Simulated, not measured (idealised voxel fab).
Documented hereafter: the process module known as voxel gate over fins.
Displayed cross-section: cut, width of 250 nm, square cells sized 5 nm.
Throughout this document, each cross-section is represented as a grid of square cells and is presented as a sequence of bands enumerated from the top downward, where a band comprises one or more rows of cells. First you get the band's top height and its bottom height, in nm, and then the materials it's made of, left to right, with each width in nm. If you see a single material with "throughout", that one covers the band edge to edge. "empty" is empty space. A quick word on heights: they are counted from 0, and under that level the wafer as it came to us is one material throughout. The lowest band is different from the rest in having no bottom; it simply continues downward, written as in "0 -> down". Width "30..40": first value at the band's top row of cells, second value at its bottom row, equal change from row to row. Any step labelled "nothing was modified" changed none of the cells in the cross-section. "Completely enclosed voids" enumerates empty spaces isolated from the top, with no open way to it, that contain at least 8 cells, giving each as width x height at distance from the left edge, all three in nm. Whatever follows a step's settings on its line is a remark the simulator itself makes about that step. overlay nm, on a step with a mask: how far to the right of its planned place the mask lay; to the left if negative.
List of planned process steps
1: op RECEIVE | material Si
2: op CONFORMAL_DEP | material SiN | thk nm 10
3: op PATTERN | tone cover | mask id FINS | material resist | width nm 15 | pitch nm 60 | thk nm 20 | overlay nm 0
4: op DIRECTIONAL_ETCH | etch materials SiN | depth nm 10
5: op DIRECTIONAL_ETCH | etch materials Si | depth nm 40
6: op STRIP | etch materials resist
7: op OXIDIZE | depth nm 5
8: op FILL_DEP | material SiO2 | thk nm 5
9: op CMP | height nm 10
10: op MASKED_ETCH | tone open | mask id RAIL | width nm 15 | etch materials SiO2 | depth nm 45 | overlay nm 0
11: op CONFORMAL_DEP | material TiN | thk nm 5
12: op FILL_DEP | material Ru | thk nm 10
13: op CMP | height nm 10
14: op SELECTIVE_ETCH | etch materials W Ru TiN | depth nm 25
15: op FILL_DEP | material SiO2 | thk nm 5
16: op CMP | height nm 10
17: op SELECTIVE_ETCH | etch materials SiO2 | depth nm 20
18: op STRIP | etch materials SiN
19: op CONFORMAL_DEP | material HfO2 | thk nm 5
20: op CONFORMAL_DEP | material TiN | thk nm 5
21: op CONFORMAL_DEP | material TiAl | thk nm 5
22: op CONFORMAL_DEP | material TiN | thk nm 5
23: op FILL_DEP | material W | thk nm 10
24: op CMP | height nm 25
25: op CONFORMAL_DEP | material SiCN | thk nm 10
Cross-section of the wafer as it came to us, i.e., already through step 1
0 -> down = Si throughout
Completely enclosed voids: none
Cross-section: first of two wafers, module finished, run according to plan
35 -> 25 = SiCN throughout
25 -> 20 = W throughout
20 -> 15 = W=10 / TiN=45 / W=15 / TiN=45 / W=15 / TiN=45 / W=15 / TiN=45 / W=15
15 -> 10 = W=10 / TiN=5 / TiAl=35 / TiN=5 / W=15 / TiN=5 / TiAl=35 / TiN=5 / W=15 / TiN=5 / TiAl=35 / TiN=5 / W=15 / TiN=5 / TiAl=35 / TiN=5 / W=15
10 -> 5 = TiN=15 / TiAl=5 / TiN=25 / TiAl=5 / TiN=25 / TiAl=5 / TiN=25 / TiAl=5 / TiN=25 / TiAl=5 / TiN=25 / TiAl=5 / TiN=25 / TiAl=5 / TiN=25 / TiAl=5 / TiN=20
5 -> 0 = TiAl=20 / TiN=5 / HfO2=15 / TiN=5 / TiAl=35 / TiN=5 / HfO2=15 / TiN=5 / TiAl=35 / TiN=5 / HfO2=15 / TiN=5 / TiAl=35 / TiN=5 / HfO2=15 / TiN=5 / TiAl=25
0 -> -5 = TiN=25 / HfO2=5 / Si=5 / HfO2=5 / TiN=45 / HfO2=5 / Si=5 / HfO2=5 / TiN=45 / HfO2=5 / Si=5 / HfO2=5 / TiN=45 / HfO2=5 / Si=5 / HfO2=5 / TiN=30
-5 -> -10 = HfO2=30 / Si=5 / HfO2=55 / Si=5 / HfO2=55 / Si=5 / HfO2=55 / Si=5 / HfO2=35
-10 -> -15 = SiO2=30 / Si=5 / SiO2=55 / Si=5 / SiO2=55 / Si=5 / SiO2=55 / Si=5 / SiO2=35
-15 -> -30 = SiO2=30 / Si=5 / SiO2=20 / TiN=5 / Ru=5 / TiN=5 / SiO2=20 / Si=5 / SiO2=55 / Si=5 / SiO2=55 / Si=5 / SiO2=35
-30 -> -35 = SiO2=30 / Si=5 / SiO2=20 / TiN=15 / SiO2=20 / Si=5 / SiO2=55 / Si=5 / SiO2=55 / Si=5 / SiO2=35
-35 -> -45 = SiO2=30 / Si=5 / SiO2=55 / Si=5 / SiO2=55 / Si=5 / SiO2=55 / Si=5 / SiO2=35
-45 -> down = Si throughout
Completely enclosed voids: none
Wafer two (of two), end-of-module cross-section: start = wafer one, plan = wafer one, one run mistake
35 -> 25 = SiCN throughout
25 -> 20 = W=35 / TiN=5 / TiAl=45 / TiN=5 / W=160
20 -> 15 = W=10 / TiN=30 / TiAl=5 / TiN=35 / TiAl=5 / TiN=30 / W=15 / TiN=45 / W=15 / TiN=45 / W=15
15 -> 10 = W=10 / TiN=5 / TiAl=30 / TiN=5 / HfO2=25 / TiN=5 / TiAl=30 / TiN=5 / W=15 / TiN=5 / TiAl=35 / TiN=5 / W=15 / TiN=5 / TiAl=35 / TiN=5 / W=15
10 -> 5 = TiN=15 / TiAl=5 / TiN=30 / HfO2=5 / SiCN=5 / HfO2=5 / SiCN=5 / HfO2=5 / TiN=30 / TiAl=5 / TiN=25 / TiAl=5 / TiN=25 / TiAl=5 / TiN=25 / TiAl=5 / TiN=25 / TiAl=5 / TiN=20
5 -> 0 = TiAl=20 / TiN=5 / HfO2=15 / TiN=10 / HfO2=5 / SiCN=5 / HfO2=5 / SiCN=5 / HfO2=5 / TiN=10 / HfO2=15 / TiN=5 / TiAl=35 / TiN=5 / HfO2=15 / TiN=5 / TiAl=35 / TiN=5 / HfO2=15 / TiN=5 / TiAl=25
0 -> -5 = TiN=25 / HfO2=5 / Si=5 / HfO2=5 / TiN=10 / HfO2=5 / SiCN=5 / HfO2=5 / SiCN=5 / HfO2=5 / TiN=10 / HfO2=5 / Si=5 / HfO2=5 / TiN=45 / HfO2=5 / Si=5 / HfO2=5 / TiN=45 / HfO2=5 / Si=5 / HfO2=5 / TiN=30
-5 -> -10 = HfO2=30 / Si=5 / HfO2=20 / SiCN=5 / HfO2=5 / SiCN=5 / HfO2=20 / Si=5 / HfO2=55 / Si=5 / HfO2=55 / Si=5 / HfO2=35
-10 -> -15 = SiO2=30 / Si=5 / SiO2=20 / SiCN=5 / SiO2=5 / SiCN=5 / SiO2=20 / Si=5 / SiO2=55 / Si=5 / SiO2=55 / Si=5 / SiO2=35
-15 -> -30 = SiO2=30 / Si=5 / SiO2=20 / SiCN=5 / Ru=5 / SiCN=5 / SiO2=20 / Si=5 / SiO2=55 / Si=5 / SiO2=55 / Si=5 / SiO2=35
-30 -> -35 = SiO2=30 / Si=5 / SiO2=20 / SiCN=15 / SiO2=20 / Si=5 / SiO2=55 / Si=5 / SiO2=55 / Si=5 / SiO2=35
-35 -> -45 = SiO2=30 / Si=5 / SiO2=55 / Si=5 / SiO2=55 / Si=5 / SiO2=55 / Si=5 / SiO2=35
-45 -> down = Si throughout
Completely enclosed voids: none
What went wrong in running the wafer? step 11 ran with different settings than intended, the actual operation and settings being op CONFORMAL_DEP | material SiCN | thk nm 5
Looking at both finished wafers in cells, the second ends up ahead of or behind the first on some materials: HfO2: 12 more | SiCN: 19 more | SiO2: 2 fewer | TiN: 12 fewer | W: 17 fewer
